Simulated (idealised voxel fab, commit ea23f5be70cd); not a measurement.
The following is a process module called voxel capacitor over wiring.
The figure presents cross-section cut, which has a width of 170 nm and is divided into square cells with an edge length of 5 nm.
Cross-section spec: square-cell grid; bands listed top down; each band is one or more rows. Within each band entry, the heights of the top and of the bottom of the band appear first, in that order and in nm; the materials of the band then follow from left to right, each with its corresponding width in nm. The designation "throughout" on a single material indicates that it fills the band from edge to edge; the designation "blank" indicates empty space. All heights in this document are referenced to 0, defined as the level beneath which the wafer, as received, consists entirely of one material. The lowest band is not bounded below; it extends indefinitely downward and is written in the form "top 0, no bottom". The expression "30->40" gives the width at the extremes of the band, the first number at its top row of cells and the second at its bottom row, with the width changing by equal amounts from each row to the next in between. "remains unaltered" after a step means that no cell of the cross-section changed. "Tabulated closed voids" lists enclosed empty spaces (at least 8 cells, no open path upward to the top), each as width x height at distance from the left edge, in nm. What comes after the settings on a step's line is commentary from the simulator itself on that step. The optional step-line setting "overlay nm" applies to steps with a mask and quantifies how far to the right of its planned location the mask lay, a negative value indicating leftward placement.

-- The planned process steps are enumerated hereunder
- 1: RECEIVE (material Si)
- 2: CONFORMAL_DEP (material SiO2; thk nm 10)
- 3: DIRECTIONAL_DEP (material TiN; thk nm 5)
- 4: DIRECTIONAL_DEP (material Ru; thk nm 15)
- 5: DIRECTIONAL_DEP (material aC; thk nm 15)
- 6: PATTERN (tone cover; mask id METAL_1; material resist; width nm 20; pitch nm 80; thk nm 35; overlay nm 0)
- 7: DIRECTIONAL_ETCH (etch materials aC; depth nm 15)
- 8: STRIP (etch materials resist)
- 9: DIRECTIONAL_ETCH (etch materials Ru; depth nm 15)
- 10: DIRECTIONAL_ETCH (etch materials TiN; depth nm 5)
- 11: STRIP (etch materials aC)
- 12: FILL_DEP (material SiO2; thk nm 10)
- 13: CMP (height nm 30)
- 14: CONFORMAL_DEP (material SiCN; thk nm 5)
- 15: DIRECTIONAL_DEP (material lowk; thk nm 15)
- 16: DIRECTIONAL_DEP (material aC; thk nm 15)
- 17: PATTERN (tone open; mask id PLUG_1; material resist; width nm 15; thk nm 30; overlay nm 0)
- 18: DIRECTIONAL_ETCH (etch materials aC; depth nm 15)
- 19: STRIP (etch materials resist)
- 20: DIRECTIONAL_ETCH (etch materials lowk; depth nm 15)
- 21: DIRECTIONAL_ETCH (etch materials SiCN; depth nm 5)
- 22: STRIP (etch materials aC)
- 23: CONFORMAL_DEP (material TiN; thk nm 5)
- 24: FILL_DEP (material W; thk nm 5)
- 25: CMP (height nm 50)
- 26: DIRECTIONAL_DEP (material TiN; thk nm 10)
- 27: DIRECTIONAL_DEP (material SiN; thk nm 5)
- 28: DIRECTIONAL_DEP (material TiN; thk nm 10)
- 29: MASKED_ETCH (tone cover; mask id UPPER_PLATE; width nm 65; etch materials TiN; depth nm 10; overlay nm 0)
- 30: MASKED_ETCH (tone cover; mask id UPPER_PLATE; width nm 65; etch materials SiN; depth nm 5; overlay nm 0)
- 31: PATTERN (tone cover; mask id LOWER_PLATE; material resist; width nm 75; thk nm 20; overlay nm 0)
- 32: DIRECTIONAL_ETCH (etch materials TiN; depth nm 10)
- 33: STRIP (etch materials resist)
- 34: FILL_DEP (material SiO2; thk nm 15)
- 35: CMP (height nm 85)
- 36: DIRECTIONAL_DEP (material aC; thk nm 15)
- 37: PATTERN (tone open; mask id PLUG_2; material resist; width nm 15; thk nm 30; overlay nm 0)
- 38: DIRECTIONAL_ETCH (etch materials aC; depth nm 15)
- 39: STRIP (etch materials resist)
- 40: DIRECTIONAL_ETCH (etch materials SiO2; depth nm 10)
- 41: STRIP (etch materials aC)
- 42: CONFORMAL_DEP (material TiN; thk nm 5)
- 43: FILL_DEP (material Cu; thk nm 5)
- 44: CMP (height nm 85)
- 45: CONFORMAL_DEP (material SiN; thk nm 5)
Same starting wafers, different thk nm at step 42. Plan value belongs to the first wafer.

-- First of several wafers (as received, post step 1), cross-sectional view
- top 0, no bottom: Si throughout
- Tabulated closed voids: none

-- The first of several wafers, seen in cross-section after the module's last step, step 45
- top 90, bottom 85: SiN throughout
- top 85, bottom 80: 50 of SiO2 | 5 of TiN | 5 of Cu | 5 of TiN | 105 of SiO2
- top 80, bottom 75: 50 of SiO2 | 15 of TiN | 105 of SiO2
- top 75, bottom 65: 40 of SiO2 | 65 of TiN | 65 of SiO2
- top 65, bottom 60: 40 of SiO2 | 65 of SiN | 65 of SiO2
- top 60, bottom 50: 35 of SiO2 | 75 of TiN | 60 of SiO2
- top 50, bottom 35: 40 of lowk | 5 of TiN | 5 of W | 5 of TiN | 115 of lowk
- top 35, bottom 30: 40 of SiCN | 15 of TiN | 115 of SiCN
- top 30, bottom 15: 35 of SiO2 | 20 of Ru | 60 of SiO2 | 20 of Ru | 35 of SiO2
- top 15, bottom 10: 35 of SiO2 | 20 of TiN | 60 of SiO2 | 20 of TiN | 35 of SiO2
- top 10, bottom 0: SiO2 throughout
- top 0, no bottom: Si throughout
- Tabulated closed voids: none

-- The last wafer as seen in cross-section at the end of the module
- top 90, bottom 85: SiN throughout
- top 85, bottom 75: 50 of SiO2 | 15 of TiN | 105 of SiO2
- top 75, bottom 65: 40 of SiO2 | 65 of TiN | 65 of SiO2
- top 65, bottom 60: 40 of SiO2 | 65 of SiN | 65 of SiO2
- top 60, bottom 50: 35 of SiO2 | 75 of TiN | 60 of SiO2
- top 50, bottom 35: 40 of lowk | 5 of TiN | 5 of W | 5 of TiN | 115 of lowk
- top 35, bottom 30: 40 of SiCN | 15 of TiN | 115 of SiCN
- top 30, bottom 15: 35 of SiO2 | 20 of Ru | 60 of SiO2 | 20 of Ru | 35 of SiO2
- top 15, bottom 10: 35 of SiO2 | 20 of TiN | 60 of SiO2 | 20 of TiN | 35 of SiO2
- top 10, bottom 0: SiO2 throughout
- top 0, no bottom: Si throughout
- Tabulated closed voids: none

-- Basically each wafer gets a line in the table, showing it at the end of the module: material by material, the cells it gained (+) or lost (-) since we got it, then its closed voids
thk nm 5; +1 Cu; +24 Ru; +31 SiCN; +47 SiN; +335 SiO2; +78 TiN; +3 W; +93 lowk; Tabulated closed voids: none
thk nm 10; +24 Ru; +31 SiCN; +47 SiN; +335 SiO2; +79 TiN; +3 W; +93 lowk; Tabulated closed voids: none
thk nm 15; +24 Ru; +31 SiCN; +47 SiN; +335 SiO2; +79 TiN; +3 W; +93 lowk; Tabulated closed voids: none
thk nm 20; +24 Ru; +31 SiCN; +47 SiN; +335 SiO2; +79 TiN; +3 W; +93 lowk; Tabulated closed voids: none
